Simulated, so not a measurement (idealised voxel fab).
Process module heading - voxel self aligned contacts
250 nm wide, 5 nm square cells: that's cross-section cut.
For the purposes of this document, a cross-section shall be understood as a grid of square cells, specified as bands listed in top-to-bottom order, each band consisting of one or more rows of cells.
The band entry comprises the height of the band's top followed by the height of its bottom, expressed in nm, and subsequently the band's materials from left to right, each stated together with its width in nm. Where a single material is marked with the word "full width", that material fills the band from edge to edge. The word "air" represents empty space.
Zero point of the height axis is 0; under it, received wafer = one material. Lowest band: continues down indefinitely, "0..down".
Note: "30 to 40" means the width goes from the first number (top row of the band) to the second number (bottom row) in equal steps per row of cells.
No cell of the cross-section changed in a step that is given as "nothing was modified".
You'll see "Enclosed void inventory" listing empty spaces that have no way open to the top, as long as they're 8 cells or more; the notation is width x height at distance, where the distance is from the left edge, and all of it is in nm.
Past the settings on a step's line: simulator remark, on that step.
The line of a step may include "overlay nm". On a step with a mask, this value is how far to the right of its planned place the mask lay. A negative value means the mask lay to the left.

PROCESS STEPS (PLANNED)
1) op RECEIVE | material Si
2) op OXIDIZE | depth nm 5
3) op DIRECTIONAL_DEP | material polySi | thk nm 25
4) op DIRECTIONAL_DEP | material SiN | thk nm 25
5) op DIRECTIONAL_DEP | material aC | thk nm 15
6) op PATTERN | tone cover | mask id GATE | material resist | width nm 25 | pitch nm 65 | thk nm 30 | overlay nm 0
7) op DIRECTIONAL_ETCH | etch materials aC | depth nm 15
8) op STRIP | etch materials resist
9) op DIRECTIONAL_ETCH | etch materials SiN | depth nm 25
10) op DIRECTIONAL_ETCH | etch materials polySi | depth nm 25
11) op STRIP | etch materials aC
12) op CONFORMAL_DEP | material SiN | thk nm 10
13) op DIRECTIONAL_ETCH | etch materials SiN | depth nm 10
14) op FILL_DEP | material SiO2 | thk nm 15
15) op CMP | height nm 60
16) op PATTERN | tone open | mask id CONTACT | material resist | width nm 50 | pitch nm 65 | thk nm 20 | overlay nm 0
17) op DIRECTIONAL_ETCH | etch materials SiO2 | depth nm 65
18) op STRIP | etch materials resist
19) op CONFORMAL_DEP | material TiN | thk nm 5
20) op FILL_DEP | material W | thk nm 5
21) op CMP | height nm 60
22) op CONFORMAL_DEP | material SiN | thk nm 5

HERE'S WHAT THE WAFER LOOKED LIKE IN CROSS-SECTION WHEN IT ARRIVED - THAT'S AFTER STEP 1
* 0..down = Si full width
* Enclosed void inventory: none

ONE MISTAKE IN RUNNING THE MODULE, OTHERWISE START AND PLAN AS ABOVE: CROSS-SECTION AT THE END
* 65..60 = SiN full width
* 60..50 = 65 of SiO2  5 to 30 of TiN  40 to 10 of W  5 to 10 of TiN  15 of SiO2  5 to 30 of TiN  40 to 10 of W  5 to 10 of TiN  70 of SiO2
* 50..25 = 45 of SiO2  45 of SiN  5 of TiN  10 of W  5 of TiN  45 of SiN  5 of TiN  10 of W  5 of TiN  45 of SiN  30 of SiO2
* 25..0 = 45 of SiO2  10 of SiN  25 of polySi  10 of SiN  5 of TiN  10 of W  5 of TiN  10 of SiN  25 of polySi  10 of SiN  5 of TiN  10 of W  5 of TiN  10 of SiN  25 of polySi  10 of SiN  30 of SiO2
* 0..-5 = 90 of SiO2  20 of TiN  45 of SiO2  20 of TiN  75 of SiO2
* -5..down = Si full width
* Enclosed void inventory: none
what went wrong: step 6 was run on a setting that differed from the plan, and what really ran there is op PATTERN | tone cover | mask id GATE | material resist | width nm 25 | pitch nm 65 | thk nm 30 | overlay nm 10
